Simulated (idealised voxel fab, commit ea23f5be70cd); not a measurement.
Proc. module: voxel plated lines
Section shown: cut. Width: 255 nm. Cell size: 5 nm, square.
Notation: cross-section as square-cell grid; stated in bands, top first, going down; one or more cell rows per band.
For a band, the entry starts with two heights in nm, that of the top and then that of the bottom, and carries on with the band's materials in order from left to right, each alongside its width in nm; the word "edge to edge" beside a single material means it fills the band edge to edge, and "air" means empty space.
The level at which height equals 0 is the one under which the wafer, as it arrives, is entirely one material. No lower edge exists for the bottom band, which continues downward and is notated as in "0 down".
Width spec "30..40" -> top row of cells at first value, bottom row at second value, equal per-row change in between.
"no change" for a step: no cell of the cross-section changed in that step.
Enclosed voids (no open way to top), threshold 8 cells or more, entry "Completely sealed voids", notation width x height at distance, distance from left edge, nm.
It should be noted that, on the line of a given step, the content following the step's settings is a remark produced by the simulator itself with respect to that step.
overlay nm: mask right of planned place by this much (step with mask). Neg. = left.
LISTED BELOW ARE THE PROCESS STEPS AS PLANNED
- 1: RECEIVE [material Si]
- 2: CONFORMAL_DEP [material SiO2] [thk nm 15]
- 3: DIRECTIONAL_DEP [material TiN] [thk nm 5]
- 4: PATTERN [tone open] [mask id LINES] [material resist] [width nm 20] [pitch nm 40] [thk nm 40] [overlay nm 0]
- 5: EPI [material Ru] [thk nm 10]
- 6: EPI [material Ru] [thk nm 5]
- 7: EPI [material Ru] [thk nm 5]
- 8: STRIP [etch materials resist]
- 9: DIRECTIONAL_ETCH [etch materials TiN] [depth nm 5]
- 10: CONFORMAL_DEP [material SiCN] [thk nm 10]
Across this set of wafers, the varied parameter is the thk nm of step 3. Starting conditions are identical for every wafer, and the plan reports the value assigned to the first wafer.
AS-RECEIVED STATE AFTER STEP 1, FIRST OF SEVERAL WAFERS, CROSS-SECTION
    0 down: Si edge to edge
    Completely sealed voids: none
THE FIGURE BELOW PRESENTS A CROSS-SECTION OF THE FIRST OF SEVERAL WAFERS AT THE CONCLUSION OF THE MODULE, FOLLOWING ITS LAST STEP, STEP 10
    50 to 40: 65 nm air, then 120 nm SiCN, then 70 nm air
    40 to 25: 65 nm air, then 10 nm SiCN, then 20 nm Ru, then 20 nm SiCN, then 20 nm Ru, then 20 nm SiCN, then 20 nm Ru, then 10 nm SiCN, then 70 nm air
    25 to 20: 75 nm SiCN, then 20 nm Ru, then 20 nm SiCN, then 20 nm Ru, then 20 nm SiCN, then 20 nm Ru, then 80 nm SiCN
    20 to 15: 75 nm SiCN, then 20 nm TiN, then 20 nm SiCN, then 20 nm TiN, then 20 nm SiCN, then 20 nm TiN, then 80 nm SiCN
    15 to 0: SiO2 edge to edge
    0 down: Si edge to edge
    Completely sealed voids: none
X-SECTION, LAST WAFER, MODULE END
    65 to 55: 65 nm air, then 120 nm SiCN, then 70 nm air
    55 to 40: 65 nm air, then 10 nm SiCN, then 20 nm Ru, then 20 nm SiCN, then 20 nm Ru, then 20 nm SiCN, then 20 nm Ru, then 10 nm SiCN, then 70 nm air
    40 to 35: 75 nm SiCN, then 20 nm Ru, then 20 nm SiCN, then 20 nm Ru, then 20 nm SiCN, then 20 nm Ru, then 80 nm SiCN
    35 to 30: 75 nm SiCN, then 20 nm TiN, then 20 nm SiCN, then 20 nm TiN, then 20 nm SiCN, then 20 nm TiN, then 80 nm SiCN
    30 to 15: TiN edge to edge
    15 to 0: SiO2 edge to edge
    0 down: Si edge to edge
    Completely sealed voids: none
WHERE EACH WAFER STANDS AT THE END OF THE MODULE, A ROW APIECE: CELLS OF EACH MATERIAL GAINED (+) OR LOST (-) SINCE IT WAS RECEIVED, THEN CLOSED VOIDS
thk nm 5 | +48 Ru | +162 SiCN | +153 SiO2 | +12 TiN | Completely sealed voids: none
thk nm 10 | +48 Ru | +162 SiCN | +153 SiO2 | +63 TiN | Completely sealed voids: none
thk nm 15 | +48 Ru | +162 SiCN | +153 SiO2 | +114 TiN | Completely sealed voids: none
thk nm 20 | +48 Ru | +162 SiCN | +153 SiO2 | +165 TiN | Completely sealed voids: none
